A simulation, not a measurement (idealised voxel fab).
Process module in this document: voxel released beams
cross-section cut | 225 nm wide | cells 5 nm
Cross-section, as written here: a square-cell grid given band by band from the top down, where a band holds one or more rows of cells.
Within each band entry, the heights of the top and of the bottom of the band appear first, in that order and in nm; the materials of the band then follow from left to right, each with its corresponding width in nm. The designation "everywhere" on a single material indicates that it fills the band from edge to edge; the designation "blank" indicates empty space.
A quick word on heights: they are counted from 0, and under that level the wafer as it came to us is one material throughout. The lowest band is different from the rest in having no bottom; it simply continues downward, written as in "0 down".
Width "30 to 40": first value at the band's top row of cells, second value at its bottom row, equal change from row to row.
Where the words "remains unaltered" appear for a step, the cross-section shows no cell changed by that step; every cell remained as before.
Listed in "Unvented internal voids": every empty space of 8 or more cells without an open way to the top. Form: width x height at distance, the distance being from the left edge, all in nm.
On each step's line, the part that comes after the settings is the simulator's own comment on the step.
overlay nm, on a step with a mask: how far to the right of its planned place the mask lay; to the left if negative

Planned step list for the process
| 1 | RECEIVE (material Si) |
| 2 | CONFORMAL_DEP (material Al2O3; thk nm 5) |
| 3 | DIRECTIONAL_DEP (material SiO2; thk nm 15) |
| 4 | DIRECTIONAL_DEP (material aC; thk nm 10) |
| 5 | PATTERN (tone open; mask id ANCHOR; material resist; width nm 30; thk nm 25; overlay nm 0) |
| 6 | DIRECTIONAL_ETCH (etch materials aC; depth nm 10) |
| 7 | STRIP (etch materials resist) |
| 8 | DIRECTIONAL_ETCH (etch materials SiO2; depth nm 15) |
| 9 | STRIP (etch materials aC) |
| 10 | CONFORMAL_DEP (material W; thk nm 10) |
| 11 | DIRECTIONAL_DEP (material aC; thk nm 15) |
| 12 | PATTERN (tone cover; mask id BEAM; material resist; width nm 95; thk nm 30; overlay nm 0) |
| 13 | DIRECTIONAL_ETCH (etch materials aC; depth nm 15) |
| 14 | STRIP (etch materials resist) |
| 15 | DIRECTIONAL_ETCH (etch materials W; depth nm 10) |
| 16 | STRIP (etch materials aC) |
| 17 | STRIP (etch materials SiO2) |

The cross-section here shows the wafer as received, i.e. in its state after step 1
> 0 down | Si everywhere
> Unvented internal voids: none

Here's the wafer cut in cross-section after the module, started and planned just like above, except one thing was done wrong in the run
> 30 to 20 | blank=60 | W=95 | blank=70
> 20 to 5 | W everywhere
> 5 to 0 | Al2O3 everywhere
> 0 down | Si everywhere
> Unvented internal voids: none
What was the processing mistake? rather than as planned, step 3 actually ran as DIRECTIONAL_DEP (material W; thk nm 15)
